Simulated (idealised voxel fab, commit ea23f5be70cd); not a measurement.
A process module follows: voxel capacitor over wiring.
We display cut, a cross-section 200 nm in width whose square cells are each 5 nm.
Heads up, the way a cross-section reads in here is a grid of square cells, handed over as bands from the top down, with every band being one or more rows of cells. Top height, bottom height, nm. Materials left to right, width each, nm. Single material + "full width" = fills band edge to edge. "air" = empty. All heights in this document are referenced to 0, defined as the level beneath which the wafer, as received, consists entirely of one material. The lowest band is not bounded below; it extends indefinitely downward and is written in the form "top 0, no bottom". Read "30 to 40" as a graded width: first number on top, second number at the bottom, same change between each pair of neighbouring rows. "no alteration" means the step left every cell of the cross-section as it was. Reported under the label "Voids lacking openings" are the empty spaces having no open way to the top and comprising 8 cells or more; the notation for each is width x height at distance, in which the distance is measured from the left edge and all three values are in nm. Where a step's line continues beyond its settings, the continuation is a remark by the simulator itself on that step. Regarding "overlay nm": on a step with a mask, it is the distance the mask lay to the right of its planned place; a negative value places it to the left.
# The following list gives the planned process steps
1: RECEIVE, material Si
2: CONFORMAL_DEP, material SiO2, thk nm 15
3: DIRECTIONAL_DEP, material TiN, thk nm 5
4: DIRECTIONAL_DEP, material Ru, thk nm 15
5: PATTERN, tone cover, mask id METAL_1, material resist, width nm 25, pitch nm 85, thk nm 15, overlay nm 0
6: DIRECTIONAL_ETCH, etch materials Ru, depth nm 15
7: DIRECTIONAL_ETCH, etch materials TiN, depth nm 5
8: STRIP, etch materials resist
9: FILL_DEP, material lowk, thk nm 5
10: CMP, height nm 35
11: CONFORMAL_DEP, material SiCN, thk nm 5
12: DIRECTIONAL_DEP, material SiO2, thk nm 10
13: MASKED_ETCH, tone open, mask id PLUG_1, width nm 15, etch materials SiO2, depth nm 10, overlay nm 0
14: MASKED_ETCH, tone open, mask id PLUG_1, width nm 15, etch materials SiCN, depth nm 5, overlay nm 0
15: CONFORMAL_DEP, material TiN, thk nm 5
16: FILL_DEP, material W, thk nm 5
17: CMP, height nm 50
18: DIRECTIONAL_DEP, material TiN, thk nm 10
19: DIRECTIONAL_DEP, material HfO2, thk nm 5
20: DIRECTIONAL_DEP, material TiN, thk nm 5
21: DIRECTIONAL_DEP, material aC, thk nm 10
22: PATTERN, tone cover, mask id UPPER_PLATE, material resist, width nm 65, thk nm 30, overlay nm 0
23: DIRECTIONAL_ETCH, etch materials aC, depth nm 10
24: STRIP, etch materials resist
25: DIRECTIONAL_ETCH, etch materials TiN, depth nm 5
26: DIRECTIONAL_ETCH, etch materials HfO2, depth nm 5
27: STRIP, etch materials aC
28: MASKED_ETCH, tone cover, mask id LOWER_PLATE, width nm 75, etch materials TiN, depth nm 10, overlay nm -15
29: FILL_DEP, material SiO2, thk nm 20
30: CMP, height nm 85
31: MASKED_ETCH, tone open, mask id PLUG_2, width nm 15, etch materials SiO2, depth nm 15, overlay nm 0
32: CONFORMAL_DEP, material TiN, thk nm 5
33: FILL_DEP, material Cu, thk nm 5
34: CMP, height nm 85
35: CONFORMAL_DEP, material SiN, thk nm 5
Among the wafers covered here, the point of difference is the overlay nm at step 28; their starting state is shared, and the plan presents the value of the first wafer.
# Cross-section of the first of several wafers as received (after step 1)
	top 0, no bottom | Si full width
	Voids lacking openings: none
# First of several wafers in cross-section at module end, following the final step, step 35
	top 90, bottom 85 | SiN full width
	top 85, bottom 75 | 65 nm SiO2 | 5 nm TiN | 5 nm Cu | 5 nm TiN | 120 nm SiO2
	top 75, bottom 65 | 65 to 55 nm SiO2 | 15 to 55 nm TiN | 120 to 90 nm SiO2
	top 65, bottom 60 | 55 nm SiO2 | 65 nm HfO2 | 80 nm SiO2
	top 60, bottom 50 | 35 nm SiO2 | 85 nm TiN | 80 nm SiO2
	top 50, bottom 40 | 55 nm SiO2 | 5 nm TiN | 5 nm W | 5 nm TiN | 130 nm SiO2
	top 40, bottom 35 | 55 nm SiCN | 15 nm TiN | 130 nm SiCN
	top 35, bottom 20 | 45 nm lowk | 25 nm Ru | 60 nm lowk | 25 nm Ru | 45 nm lowk
	top 20, bottom 15 | 45 nm lowk | 25 nm TiN | 60 nm lowk | 25 nm TiN | 45 nm lowk
	top 15, bottom 0 | SiO2 full width
	top 0, no bottom | Si full width
	Voids lacking openings: none
# Last wafer of the set, cross-sectioned at end of module
	top 90, bottom 85 | SiN full width
	top 85, bottom 75 | 65 nm SiO2 | 5 nm TiN | 5 nm Cu | 5 nm TiN | 120 nm SiO2
	top 75, bottom 65 | 65 nm SiO2 | 15 to 55 nm TiN | 120 to 80 nm SiO2
	top 65, bottom 60 | 55 nm SiO2 | 65 nm HfO2 | 80 nm SiO2
	top 60, bottom 50 | 55 nm SiO2 | 85 nm TiN | 60 nm SiO2
	top 50, bottom 40 | 55 nm SiO2 | 5 nm TiN | 5 nm W | 5 nm TiN | 130 nm SiO2
	top 40, bottom 35 | 55 nm SiCN | 15 nm TiN | 130 nm SiCN
	top 35, bottom 20 | 45 nm lowk | 25 nm Ru | 60 nm lowk | 25 nm Ru | 45 nm lowk
	top 20, bottom 15 | 45 nm lowk | 25 nm TiN | 60 nm lowk | 25 nm TiN | 45 nm lowk
	top 15, bottom 0 | SiO2 full width
	top 0, no bottom | Si full width
	Voids lacking openings: none
# wafer rows; end of module; cells per material since receipt: (+) gained, (-) lost; then closed voids
overlay nm -15; +2 Cu; +13 HfO2; +30 Ru; +37 SiCN; +40 SiN; +407 SiO2; +69 TiN; +2 W; +120 lowk; Voids lacking openings: none
overlay nm -10; +2 Cu; +13 HfO2; +30 Ru; +37 SiCN; +40 SiN; +408 SiO2; +68 TiN; +2 W; +120 lowk; Voids lacking openings: none
overlay nm -5; +2 Cu; +13 HfO2; +30 Ru; +37 SiCN; +40 SiN; +409 SiO2; +67 TiN; +2 W; +120 lowk; Voids lacking openings: none
overlay nm 0; +2 Cu; +13 HfO2; +30 Ru; +37 SiCN; +40 SiN; +409 SiO2; +67 TiN; +2 W; +120 lowk; Voids lacking openings: none
overlay nm 5; +2 Cu; +13 HfO2; +30 Ru; +37 SiCN; +40 SiN; +409 SiO2; +67 TiN; +2 W; +120 lowk; Voids lacking openings: none
overlay nm 10; +2 Cu; +13 HfO2; +30 Ru; +37 SiCN; +40 SiN; +408 SiO2; +68 TiN; +2 W; +120 lowk; Voids lacking openings: none
overlay nm 15; +2 Cu; +13 HfO2; +30 Ru; +37 SiCN; +40 SiN; +407 SiO2; +69 TiN; +2 W; +120 lowk; Voids lacking openings: none
